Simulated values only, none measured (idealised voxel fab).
The name of this process module is voxel double patterning.
For reference, the cross-section in this document is cut, with width 235 nm and square cells of 5 nm.
A cross-section in this document is a grid of square cells, and it is written down as bands, the top band listed before the ones below it; a band is made up of one or more rows of cells.
What a band's entry tells you: where the top is and where the bottom is, as heights in nm, and after that what lies inside, material by material from left to right, each with its width in nm. Empty space is written as the word "empty", and a single material marked with the word "everywhere" occupies the band from edge to edge.
Where do heights start? At 0: under that level the wafer as delivered is made of one material only. And the lowest band has no floor; it just carries on downward, as in "0 down".
Width spec "30 to 40" -> top row of cells at first value, bottom row at second value, equal per-row change in between.
You'll sometimes find "remained the same" written for a step, and that's the way of saying that nowhere in the cross-section did a cell change during that step.
Entry "Sealed voids". Content: empty spaces with no open connection to the top, size 8 cells or greater. Each: width x height at distance. Distance: from left edge. Unit: nm.
after a step's settings: what the simulator itself notes on the step
overlay nm: mask offset rightward from planned place, masked step; negative means leftward offset.

## Intended process steps
1) RECEIVE | material Si
2) CONFORMAL_DEP | material SiO2 | thk nm 5
3) DIRECTIONAL_DEP | material W | thk nm 15
4) DIRECTIONAL_DEP | material SiCN | thk nm 10
5) PATTERN | tone open | mask id FIRST | material resist | width nm 15 | pitch nm 50 | thk nm 20 | overlay nm 0
6) DIRECTIONAL_ETCH | etch materials SiCN | depth nm 10
7) STRIP | etch materials resist
8) MASKED_ETCH | tone open | mask id SECOND | width nm 15 | pitch nm 50 | etch materials SiCN | depth nm 10 | overlay nm 0
9) DIRECTIONAL_ETCH | etch materials W | depth nm 15
10) STRIP | etch materials SiCN

## As-received wafer cross-section (after step 1)
* 0 down | Si everywhere
* Sealed voids: none

## The first of two wafers, cross-sectioned at the end of the module, with the run proceeding as planned
* 20 to 5 | 60 nm W, then 15 nm empty, then 10 nm W, then 15 nm empty, then 10 nm W, then 15 nm empty, then 10 nm W, then 15 nm empty, then 10 nm W, then 15 nm empty, then 60 nm W
* 5 to 0 | SiO2 everywhere
* 0 down | Si everywhere
* Sealed voids: none

## End-of-module cross-section of the second wafer: identical starting point and process plan to the first, with one processing mistake
* 30 to 20 | 60 nm SiCN, then 15 nm empty, then 10 nm SiCN, then 15 nm empty, then 10 nm SiCN, then 15 nm empty, then 10 nm SiCN, then 15 nm empty, then 10 nm SiCN, then 15 nm empty, then 60 nm SiCN
* 20 to 5 | 60 nm W, then 15 nm empty, then 10 nm W, then 15 nm empty, then 10 nm W, then 15 nm empty, then 10 nm W, then 15 nm empty, then 10 nm W, then 15 nm empty, then 60 nm W
* 5 to 0 | SiO2 everywhere
* 0 down | Si everywhere
* Sealed voids: none
Nonconformance to the process plan: the plan's step 10 was left out and never carried out
Once processing is complete, comparing cell counts shows that the second wafer has more or fewer of certain materials than the first: SiCN +64
